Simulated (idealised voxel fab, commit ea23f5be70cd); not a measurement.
Herein follows the process module entitled voxel ribs on slabs.
Square cells of 5 nm make up the cross-section cut, whose width is 155 nm.
Format of a cross-section: grid, square cells. Given as bands. Order: top down. Band: one or more rows of cells. First you get the band's top height and its bottom height, in nm, and then the materials it's made of, left to right, with each width in nm. If you see a single material with "edge to edge", that one covers the band edge to edge. "air" is empty space. The reference from which all heights are counted is 0, the level beneath which the as-received wafer is entirely one material; the lowest band, having no lower bound, proceeds downward and is written after the example "0 down". Top row gets the first number, bottom row gets the second, and each row in between changes by the same step: that is how a band width like "30->40" works. What does "no modifications" mean for a step? It means no cell of the cross-section changed in that step. Each empty space that has no open way to the top and spans at least 8 cells appears under "Closed void table" as width x height at distance, the distance counted from the left edge, all in nm. Note: text after step settings on the step line = simulator remark on that step. A step line may carry the setting "overlay nm", which, for steps involving a mask, states the distance by which the mask lay to the right of its intended position; negative values denote displacement to the left.
[Intended process steps]
1) RECEIVE, material Si
2) DIRECTIONAL_DEP, material SiO2, thk nm 30
3) DIRECTIONAL_DEP, material SiN, thk nm 25
4) PATTERN, tone cover, mask id RIB, material resist, width nm 20, thk nm 15, overlay nm 0
5) DIRECTIONAL_ETCH, etch materials SiN, depth nm 20
6) STRIP, etch materials resist
7) MASKED_ETCH, tone cover, mask id SLAB, width nm 50, etch materials SiN, depth nm 5, overlay nm 0
8) FILL_DEP, material SiO2, thk nm 20
9) CMP, height nm 70
10) DIRECTIONAL_DEP, material W, thk nm 10
11) DIRECTIONAL_DEP, material aC, thk nm 15
12) PATTERN, tone cover, mask id HEATER, material resist, width nm 30, thk nm 30, overlay nm 0
13) DIRECTIONAL_ETCH, etch materials aC, depth nm 15
14) STRIP, etch materials resist
15) DIRECTIONAL_ETCH, etch materials W, depth nm 10
16) STRIP, etch materials aC
17) CONFORMAL_DEP, material SiN, thk nm 5
[So this is the incoming wafer in cross-section - it's already been through step 1]
> 0 down  Si edge to edge
> Closed void table: none
[This is how the wafer looks in cross-section once the module is done, given the starting state and plan above and one mistake in carrying the plan out]
> 85 to 80  air 55 / SiN 40 / air 60
> 80 to 75  air 55 / SiN 5 / W 30 / SiN 5 / air 60
> 75 to 70  SiN 60 / W 30 / SiN 65
> 70 to 65  SiO2 edge to edge
> 65 to 45  SiO2 65 / SiN 20 / SiO2 70
> 45 to 40  SiO2 50 / SiN 50 / SiO2 55
> 40 to 0  SiO2 edge to edge
> 0 down  Si edge to edge
> Closed void table: none
Deviation from plan: contrary to plan, step 2 was performed as DIRECTIONAL_DEP, material SiO2, thk nm 40
